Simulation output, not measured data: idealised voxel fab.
Process module under the name voxel transistor to metal
205 nm wide, 5 nm square cells: that's cross-section cut.
Cross-section format: a grid of square cells, given as bands from top to bottom; each band is one or more rows of cells.
What a band's entry tells you: where the top is and where the bottom is, as heights in nm, and after that what lies inside, material by material from left to right, each with its width in nm. Empty space is written as the word "empty", and a single material marked with the word "edge to edge" occupies the band from edge to edge.
Beneath 0, the wafer as received is one material, and that level is where height counting begins. The lowest band goes on downward without a bottom; it is written like "0 and below".
Width "30->40": first value at the band's top row of cells, second value at its bottom row, equal change from row to row.
No cell of the cross-section changed in a step that is given as "left unchanged".
Each empty space that has no open way to the top and spans at least 8 cells appears under "Unvented internal voids" as width x height at distance, the distance counted from the left edge, all in nm.
On each step's line, the part that comes after the settings is the simulator's own comment on the step.
The line of a step may include "overlay nm". On a step with a mask, this value is how far to the right of its planned place the mask lay. A negative value means the mask lay to the left.
## The following list gives the planned process steps
step 1: RECEIVE,material Si
step 2: CONFORMAL_DEP,material SiO2,thk nm 5
step 3: CONFORMAL_DEP,material SiN,thk nm 10
step 4: MASKED_ETCH,tone cover,mask id ACTIVE,width nm 110,etch materials SiN,depth nm 10,overlay nm 0
step 5: MASKED_ETCH,tone cover,mask id ACTIVE,width nm 110,etch materials SiO2,depth nm 5,overlay nm 0
step 6: MASKED_ETCH,tone cover,mask id ACTIVE,width nm 110,etch materials Si,depth nm 25,overlay nm 0
step 7: FILL_DEP,material SiO2,thk nm 15
step 8: CMP,height nm 15
step 9: SELECTIVE_ETCH,etch materials SiO2,depth nm 5
step 10: STRIP,etch materials SiN
step 11: SELECTIVE_ETCH,etch materials SiO2,depth nm 5
step 12: OXIDIZE,depth nm 5
step 13: DIRECTIONAL_DEP,material polySi,thk nm 20
step 14: DIRECTIONAL_DEP,material SiCN,thk nm 10
step 15: MASKED_ETCH,tone cover,mask id GATE,width nm 20,etch materials SiCN,depth nm 20,overlay nm 0
step 16: MASKED_ETCH,tone cover,mask id GATE,width nm 20,etch materials polySi,depth nm 30,overlay nm 0
step 17: CONFORMAL_DEP,material SiN,thk nm 10
step 18: DIRECTIONAL_ETCH,etch materials SiN,depth nm 10
step 19: DIRECTIONAL_ETCH,etch materials SiO2,depth nm 5
step 20: DIRECTIONAL_ETCH,etch materials Si,depth nm 5
step 21: EPI,material SiGe,thk nm 5
step 22: FILL_DEP,material SiO2,thk nm 5
step 23: CMP,height nm 30
step 24: DIRECTIONAL_DEP,material SiO2,thk nm 15
step 25: PATTERN,tone open,mask id CONTACT,material resist,width nm 20,pitch nm 80,thk nm 15,overlay nm 0
step 26: DIRECTIONAL_ETCH,etch materials SiO2,depth nm 50
step 27: STRIP,etch materials resist
step 28: CONFORMAL_DEP,material TiN,thk nm 5
step 29: FILL_DEP,material W,thk nm 5
step 30: CMP,height nm 45
step 31: CONFORMAL_DEP,material SiCN,thk nm 5
step 32: DIRECTIONAL_DEP,material lowk,thk nm 25
step 33: MASKED_ETCH,tone open,mask id METAL_1,width nm 20,pitch nm 80,etch materials lowk,depth nm 25,overlay nm 0
step 34: MASKED_ETCH,tone open,mask id METAL_1,width nm 20,pitch nm 80,etch materials SiCN,depth nm 5,overlay nm 0
step 35: CONFORMAL_DEP,material TiN,thk nm 5
step 36: FILL_DEP,material Cu,thk nm 10
step 37: CMP,height nm 75
step 38: CONFORMAL_DEP,material SiCN,thk nm 5
step 39: DIRECTIONAL_DEP,material SiO2,thk nm 30
step 40: MASKED_ETCH,tone open,mask id METAL_2,width nm 20,pitch nm 80,etch materials SiO2,depth nm 15,overlay nm 0
step 41: MASKED_ETCH,tone open,mask id METAL_2_HOLES,width nm 15,pitch nm 80,etch materials SiO2,depth nm 15,overlay nm 0
step 42: MASKED_ETCH,tone open,mask id METAL_2_HOLES,width nm 15,pitch nm 80,etch materials SiCN,depth nm 5,overlay nm 0
step 43: CONFORMAL_DEP,material TiN,thk nm 5
step 44: FILL_DEP,material Cu,thk nm 10
step 45: CMP,height nm 110
step 46: CONFORMAL_DEP,material SiCN,thk nm 5
## Here's what the wafer looked like in cross-section when it arrived - that's after step 1
- 0 and below  Si edge to edge
- Unvented internal voids: none
## First wafer of two, sectioned at end of module; run went per plan
- 115 down to 110  SiCN edge to edge
- 110 down to 100  SiO2 50 nm; TiN 5 nm; Cu 10 nm; TiN 5 nm; SiO2 60 nm; TiN 5 nm; Cu 10 nm; TiN 5 nm; SiO2 55 nm
- 100 down to 95  SiO2 50 nm; TiN 5 nm; Cu 5 nm; TiN 10 nm; SiO2 60 nm; TiN 5 nm; Cu 5 nm; TiN 10 nm; SiO2 55 nm
- 95 down to 80  SiO2 50 nm; TiN 5 nm; Cu 5 nm; TiN 5 nm; SiO2 65 nm; TiN 5 nm; Cu 5 nm; TiN 5 nm; SiO2 60 nm
- 80 down to 75  SiCN 50 nm; TiN 15 nm; SiCN 65 nm; TiN 15 nm; SiCN 60 nm
- 75 down to 50  lowk 50 nm; TiN 5 nm; Cu 10 nm; TiN 5 nm; lowk 60 nm; TiN 5 nm; Cu 10 nm; TiN 5 nm; lowk 55 nm
- 50 down to 45  SiCN 50 nm; TiN 20 nm; SiCN 60 nm; TiN 20 nm; SiCN 55 nm
- 45 down to 30  SiO2 50 nm; TiN 5 nm; W 10 nm; TiN 5 nm; SiO2 60 nm; TiN 5 nm; W 10 nm; TiN 5 nm; SiO2 55 nm
- 30 down to 20  SiO2 50 nm; TiN 5 nm; W 10 nm; TiN 5 nm; SiO2 10 nm; SiN 10 nm; SiCN 20 nm; SiN 10 nm; SiO2 10 nm; TiN 5 nm; W 10 nm; TiN 5 nm; SiO2 55 nm
- 20 down to 5  SiO2 50 nm; TiN 5 nm; W 10 nm; TiN 5 nm; SiO2 10 nm; SiN 10 nm; polySi 20 nm; SiN 10 nm; SiO2 10 nm; TiN 5 nm; W 10 nm; TiN 5 nm; SiO2 55 nm
- 5 down to 0  SiO2 40 nm; SiN 10 nm; TiN 10 nm; W 5 nm; TiN 5 nm; SiO2 10 nm; SiN 10 nm; polySi 20 nm; SiN 10 nm; SiO2 10 nm; TiN 5 nm; W 5 nm; TiN 10 nm; SiN 10 nm; SiO2 45 nm
- 0 down to -5  SiO2 50 nm; SiGe 5 nm; TiN 15 nm; SiO2 5 nm; SiGe 5 nm; SiO2 40 nm; SiGe 5 nm; SiO2 5 nm; TiN 15 nm; SiGe 5 nm; SiO2 55 nm
- -5 down to -10  SiO2 45 nm; Si 5 nm; SiGe 30 nm; Si 40 nm; SiGe 30 nm; Si 5 nm; SiO2 50 nm
- -10 down to -25  SiO2 45 nm; Si 110 nm; SiO2 50 nm
- -25 and below  Si edge to edge
- Unvented internal voids: none
## What the second wafer looks like in cross-section once the module is done. Its start and its plan matched the first wafer's exactly; what differed was one mistake in how it was run
- 115 down to 110  SiCN edge to edge
- 110 down to 100  SiO2 50 nm; TiN 5 nm; Cu 10 nm; TiN 5 nm; SiO2 60 nm; TiN 5 nm; Cu 10 nm; TiN 5 nm; SiO2 55 nm
- 100 down to 95  SiO2 50 nm; TiN 5 nm; Cu 5 nm; TiN 10 nm; SiO2 60 nm; TiN 5 nm; Cu 5 nm; TiN 10 nm; SiO2 55 nm
- 95 down to 80  SiO2 50 nm; TiN 5 nm; Cu 5 nm; TiN 5 nm; SiO2 65 nm; TiN 5 nm; Cu 5 nm; TiN 5 nm; SiO2 60 nm
- 80 down to 75  SiCN 50 nm; TiN 15 nm; SiCN 65 nm; TiN 15 nm; SiCN 60 nm
- 75 down to 50  lowk 50 nm; TiN 5 nm; Cu 10 nm; TiN 5 nm; lowk 60 nm; TiN 5 nm; Cu 10 nm; TiN 5 nm; lowk 55 nm
- 50 down to 45  SiCN 50 nm; TiN 20 nm; SiCN 60 nm; TiN 20 nm; SiCN 55 nm
- 45 down to 30  SiO2 50 nm; TiN 5 nm; W 10 nm; TiN 5 nm; SiO2 60 nm; TiN 5 nm; W 10 nm; TiN 5 nm; SiO2 55 nm
- 30 down to 20  SiO2 50 nm; TiN 5 nm; W 10 nm; TiN 5 nm; SiO2 10 nm; SiN 10 nm; SiCN 20 nm; SiN 10 nm; SiO2 10 nm; TiN 5 nm; W 10 nm; TiN 5 nm; SiO2 55 nm
- 20 down to 5  SiO2 50 nm; TiN 5 nm; W 10 nm; TiN 5 nm; SiO2 10 nm; SiN 10 nm; polySi 30 nm; SiN 10 nm; TiN 5 nm; W 10 nm; TiN 5 nm; SiO2 55 nm
- 5 down to 0  SiO2 40 nm; SiN 10 nm; TiN 10 nm; W 5 nm; TiN 5 nm; SiO2 10 nm; SiN 10 nm; polySi 30 nm; SiN 10 nm; TiN 20 nm; SiN 10 nm; SiO2 45 nm
- 0 down to -5  SiO2 50 nm; SiGe 5 nm; TiN 15 nm; SiO2 5 nm; SiGe 5 nm; SiO2 50 nm; SiGe 5 nm; TiN 10 nm; SiGe 5 nm; SiO2 55 nm
- -5 down to -10  SiO2 45 nm; Si 5 nm; SiGe 30 nm; Si 50 nm; SiGe 20 nm; Si 5 nm; SiO2 50 nm
- -10 down to -25  SiO2 45 nm; Si 110 nm; SiO2 50 nm
- -25 and below  Si edge to edge
- Unvented internal voids: none
What broke from the plan during processing? step 16 ran as: MASKED_ETCH,tone cover,mask id GATE,width nm 20,etch materials polySi,depth nm 30,overlay nm 10
Wafer comparison, final, in cells, second relative to first, materials more or fewer: Si: 2 more, SiGe: 2 fewer, SiO2: 7 fewer, W: 1 fewer, polySi: 8 more
